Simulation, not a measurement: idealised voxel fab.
Title: Process Module voxel released beams
Each square cell in cross-section cut measures 5 nm, and the section as a whole is 245 nm wide.
Think of the cross-section as a grid of square cells. We describe it in bands, top to bottom, and each band covers one or more rows of those cells. Top, bottom (nm), then materials left to right with widths (nm); lone material tagged "full width" fills the whole band edge to edge; "blank" = empty space. Heights are measured from 0, the level below which the as-received wafer is all one material; the lowest band has no bottom and continues downward, written as in "top 0, no bottom". Top row gets the first number, bottom row gets the second, and each row in between changes by the same step: that is how a band width like "30 to 40" works. A step reported as "no modifications" is a step in which no cell of the cross-section changed. Closed empty spaces (no open way to the top) of 8 cells or more are what "Completely enclosed voids" lists, each as width x height at distance from the left edge, nm for all three. That trailing text on a step's line, after the settings, is the simulator's own remark on the step. overlay nm: mask offset rightward from planned place, masked step; negative means leftward offset.

This section lists the process steps that were planned:
1,op RECEIVE | material Si
2,op CONFORMAL_DEP | material Al2O3 | thk nm 5
3,op DIRECTIONAL_DEP | material SiO2 | thk nm 15
4,op DIRECTIONAL_DEP | material aC | thk nm 10
5,op PATTERN | tone open | mask id ANCHOR | material resist | width nm 25 | thk nm 30 | overlay nm 0
6,op DIRECTIONAL_ETCH | etch materials aC | depth nm 10
7,op STRIP | etch materials resist
8,op DIRECTIONAL_ETCH | etch materials SiO2 | depth nm 15
9,op STRIP | etch materials aC
10,op CONFORMAL_DEP | material polySi | thk nm 10
11,op DIRECTIONAL_DEP | material aC | thk nm 15
12,op PATTERN | tone cover | mask id BEAM | material resist | width nm 80 | thk nm 30 | overlay nm 0
13,op DIRECTIONAL_ETCH | etch materials aC | depth nm 15
14,op STRIP | etch materials resist
15,op DIRECTIONAL_ETCH | etch materials polySi | depth nm 10
16,op STRIP | etch materials aC
17,op STRIP | etch materials SiO2

As-received wafer cross-section (after step 1):
  top 0, no bottom: Si full width
  Completely enclosed voids: none

End-of-module XS, first of two wafers, run as planned:
  top 30, bottom 20: blank 80 nm, polySi 15 nm, blank 5 nm, polySi 60 nm, blank 85 nm
  top 20, bottom 15: blank 85 nm, polySi 10 nm, blank 5 nm, polySi 10 nm, blank 135 nm
  top 15, bottom 5: blank 85 nm, polySi 25 nm, blank 135 nm
  top 5, bottom 0: Al2O3 full width
  top 0, no bottom: Si full width
  Completely enclosed voids: none

The second wafer, shown in cross-section after the module: started the same way as the first and given the same plan, yet one mistake crept into how it was run:
  top 30, bottom 20: blank 75 nm, polySi 20 nm, blank 5 nm, polySi 55 nm, blank 90 nm
  top 20, bottom 15: blank 85 nm, polySi 10 nm, blank 5 nm, polySi 10 nm, blank 135 nm
  top 15, bottom 5: blank 85 nm, polySi 25 nm, blank 135 nm
  top 5, bottom 0: Al2O3 full width
  top 0, no bottom: Si full width
  Completely enclosed voids: none
Deviation noted in wafer processing: step 12 was not run as planned; what actually ran was op PATTERN | tone cover | mask id BEAM | material resist | width nm 80 | thk nm 30 | overlay nm -5
Tallied in cells, the final second wafer holds each material in the same quantity as the first, although not at the same places.
